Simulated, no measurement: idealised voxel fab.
Name of the process module below: voxel ribs on slabs
Pictured: cross-section cut, 290 nm wide, on a grid of 5 nm square cells.
Cross-section spec: square-cell grid; bands listed top down; each band is one or more rows. Look at the band entry: it leads with the top's height and the bottom's height in nm. Then it lists the materials left to right, with a width in nm for each. The word "full width" on a single material says that material fills the band edge to edge. The word "blank" is empty space. Basically, 0 is our baseline, since under it the wafer straight out of the box is all one material. The bottom band has no lower end and keeps on going down, so it looks like "0 and below". A width given as "30->40" starts at the first number in the band's top row and ends at the second number in its bottom row, shifting by an equal amount at every step from row to row. Take "nothing got changed" at face value: in the step it is given for, the cross-section changed in none of its cells. For the entry "Sealed void list", the listed items are empty spaces with no open way to the top whose size is 8 cells or more; each item follows the pattern width x height at distance, where distance is from the left edge and all three are in nm. after a step's settings: what the simulator itself notes on the step. Steps that use a mask can have "overlay nm" on their line. It says how far the mask sat to the right of where it was meant to be. Negative means to the left. Before/after cross-section pairs, one process step each; after shown to lowest changed band; step and settings beneath. Pairs may be from different runs of this module on the same starting wafer; a pair continues from the one above only where its "Pre-step geometry" entry says so.

[Pre-step geometry]
60 down to 45 | aC: 130, blank: 25, aC: 135
45 down to 40 | polySi: 130, blank: 25, polySi: 135
40 down to 25 | polySi full width
25 down to 0 | SiO2 full width
0 and below | Si full width
Sealed void list: none

[Cut View, Post-Step]
45 down to 40 | polySi: 130, blank: 25, polySi: 135
Under the height 40 nothing was changed.
Sealed void list: none
Process step (between the before and after cross-sections above): STRIP | etch materials aC

Pre-step geometry: carried over from the after image of the pair right above.

[Cut View, Post-Step]
60 down to 55 | aC: 130, blank: 25, aC: 135
55 down to 45 | aC full width
45 down to 40 | polySi: 130, aC: 25, polySi: 135
Under the height 40 nothing was changed.
Sealed void list: none
Process step (between the before and after cross-sections above): DIRECTIONAL_DEP | material aC | thk nm 15

Pre-step geometry: carried over from the after image of the pair right above.

[Cut View, Post-Step]
90 down to 60 | blank: 100, resist: 85, blank: 105
60 down to 55 | aC: 130, resist: 25, aC: 135
Under the height 55 nothing was changed.
Sealed void list: none
Process step (between the before and after cross-sections above): PATTERN | tone cover | mask id SLAB | material resist | width nm 85 | thk nm 30 | overlay nm 0

Pre-step geometry: carried over from the after image of the pair right above.

[Cut View, Post-Step]
75 down to 60 | blank: 100, resist: 85, blank: 105
60 down to 55 | blank: 100, aC: 30, resist: 25, aC: 30, blank: 105
55 down to 45 | blank: 100, aC: 85, blank: 105
Under the height 45 nothing was changed.
Sealed void list: none
Process step (between the before and after cross-sections above): DIRECTIONAL_ETCH | etch materials aC | depth nm 15

Pre-step geometry: carried over from the after image of the pair right above.

[Cut View, Post-Step]
60 down to 55 | blank: 100, aC: 30, blank: 25, aC: 30, blank: 105
Under the height 55 nothing was changed.
Sealed void list: none
Process step (between the before and after cross-sections above): STRIP | etch materials resist

Pre-step geometry: carried over from the after image of the pair right above.

[Cut View, Post-Step]
60 down to 55 | blank: 100, aC: 30, blank: 25, aC: 30, blank: 105
55 down to 45 | blank: 100, aC: 85, blank: 105
45 down to 40 | blank: 100, polySi: 30, aC: 25, polySi: 30, blank: 105
40 down to 30 | blank: 100, polySi: 85, blank: 105
Under the height 30 nothing was changed.
Sealed void list: none
Process step (between the before and after cross-sections above): DIRECTIONAL_ETCH | etch materials polySi | depth nm 15

Pre-step geometry: carried over from the after image of the pair right above.

[Cut View, Post-Step]
45 down to 40 | blank: 100, polySi: 30, blank: 25, polySi: 30, blank: 105
Under the height 40 nothing was changed.
Sealed void list: none
Process step (between the before and after cross-sections above): STRIP | etch materials aC

Pre-step geometry: carried over from the after image of the pair right above.

[Cut View, Post-Step]
65 down to 45 | SiO2 full width
45 down to 40 | SiO2: 100, polySi: 30, SiO2: 25, polySi: 30, SiO2: 105
40 down to 30 | SiO2: 100, polySi: 85, SiO2: 105
Under the height 30 nothing was changed.
Sealed void list: none
Process step (between the before and after cross-sections above): FILL_DEP | material SiO2 | thk nm 20

Pre-step geometry: carried over from the after image of the pair right above.

[Cut View, Post-Step]
55 down to 45 | SiO2 full width
Under the height 45 nothing was changed.
Sealed void list: none
Process step (between the before and after cross-sections above): CMP | height nm 55

Pre-step geometry: carried over from the after image of the pair right above.

[Cut View, Post-Step]
65 down to 55 | TiN full width
Under the height 55 nothing was changed.
Sealed void list: none
Process step (between the before and after cross-sections above): DIRECTIONAL_DEP | material TiN | thk nm 10

Pre-step geometry: carried over from the after image of the pair right above.

[Cut View, Post-Step]
85 down to 65 | blank: 125, resist: 35, blank: 130
Under the height 65 nothing was changed.
Sealed void list: none
Process step (between the before and after cross-sections above): PATTERN | tone cover | mask id HEATER | material resist | width nm 35 | thk nm 20 | overlay nm 0

Pre-step geometry: carried over from the after image of the pair right above.

[Cut View, Post-Step]
85 down to 65 | blank: 125, resist: 35, blank: 130
65 down to 55 | blank: 125, TiN: 35, blank: 130
Under the height 55 nothing was changed.
Sealed void list: none
Process step (between the before and after cross-sections above): DIRECTIONAL_ETCH | etch materials TiN | depth nm 10

Pre-step geometry: carried over from the after image of the pair right above.

[Cut View, Post-Step]
65 down to 55 | blank: 125, TiN: 35, blank: 130
Under the height 55 nothing was changed.
Sealed void list: none
Process step (between the before and after cross-sections above): STRIP | etch materials resist

Pre-step geometry: carried over from the after image of the pair right above.

[Cut View, Post-Step]
75 down to 65 | blank: 115, SiO2: 55, blank: 120
65 down to 55 | SiO2: 125, TiN: 35, SiO2: 130
Under the height 55 nothing was changed.
Sealed void list: none
Process step (between the before and after cross-sections above): CONFORMAL_DEP | material SiO2 | thk nm 10
